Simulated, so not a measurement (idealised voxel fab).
This section sets out a process module, namely voxel fin reveal.
The width of the displayed cross-section, cut, is 290 nm; its cells are square, with a size of 5 nm.
Throughout this document, each cross-section is represented as a grid of square cells and is presented as a sequence of bands enumerated from the top downward, where a band comprises one or more rows of cells. Top, bottom (nm), then materials left to right with widths (nm); lone material tagged "all across" fills the whole band edge to edge; "blank" = empty space. Below 0: as-received wafer, all one material; heights counted from there. Lowest band: no bottom, goes on down, written "0 down". The notation "30 to 40" denotes a width that varies across the rows of cells in the band, beginning at the first number in the top row, finishing at the second number in the bottom row, and changing by an identical amount from each row to the next. Where a step carries "remained unchanged", the cross-section came out of it unchanged, cell for cell. This entry, "Enclosed internal voids", enumerates those empty regions of no fewer than 8 cells that possess no open connection to the top. Each region is reported in the form width x height at distance, the distance being taken from the left edge, with all three quantities expressed in nm. The remark found on a step's line after its settings is issued by the simulator itself and pertains to that step. A step line may carry the setting "overlay nm", which, for steps involving a mask, states the distance by which the mask lay to the right of its intended position; negative values denote displacement to the left.
plan
| 1 | RECEIVE | material Si |
| 2 | CONFORMAL_DEP | material SiN | thk nm 10 |
| 3 | DIRECTIONAL_DEP | material aC | thk nm 15 |
| 4 | PATTERN | tone cover | mask id FINS | material resist | width nm 15 | pitch nm 35 | thk nm 30 | overlay nm -15 |
| 5 | DIRECTIONAL_ETCH | etch materials aC | depth nm 15 |
| 6 | STRIP | etch materials resist |
| 7 | DIRECTIONAL_ETCH | etch materials SiN | depth nm 10 |
| 8 | DIRECTIONAL_ETCH | etch materials Si | depth nm 35 |
| 9 | STRIP | etch materials aC |
| 10 | OXIDIZE | depth nm 5 |
| 11 | FILL_DEP | material SiO2 | thk nm 5 |
| 12 | CMP | height nm 10 |
| 13 | SELECTIVE_ETCH | etch materials SiO2 | depth nm 35 |
| 14 | STRIP | etch materials SiN |
| 15 | CONFORMAL_DEP | material SiO2 | thk nm 5 |
Heads up: all these wafers start the same, and what changes between them is the overlay nm in step 4. The value you see in the plan is just what the first wafer got.
Cross-section of the first incoming wafer of several, state after step 1
    0 down | Si all across
    Enclosed internal voids: none
Below: a row per wafer. Contents at end of module: for every material, cells gained since receipt (+) or lost since receipt (-); then closed voids
overlay nm -15, -432 Si, +260 SiO2, Enclosed internal voids: none
overlay nm -10, -432 Si, +260 SiO2, Enclosed internal voids: none
overlay nm -5, -432 Si, +260 SiO2, Enclosed internal voids: none
overlay nm 0, -432 Si, +260 SiO2, Enclosed internal voids: none
overlay nm 5, -432 Si, +260 SiO2, Enclosed internal voids: none
overlay nm 10, -432 Si, +260 SiO2, Enclosed internal voids: none
overlay nm 15, -432 Si, +260 SiO2, Enclosed internal voids: none
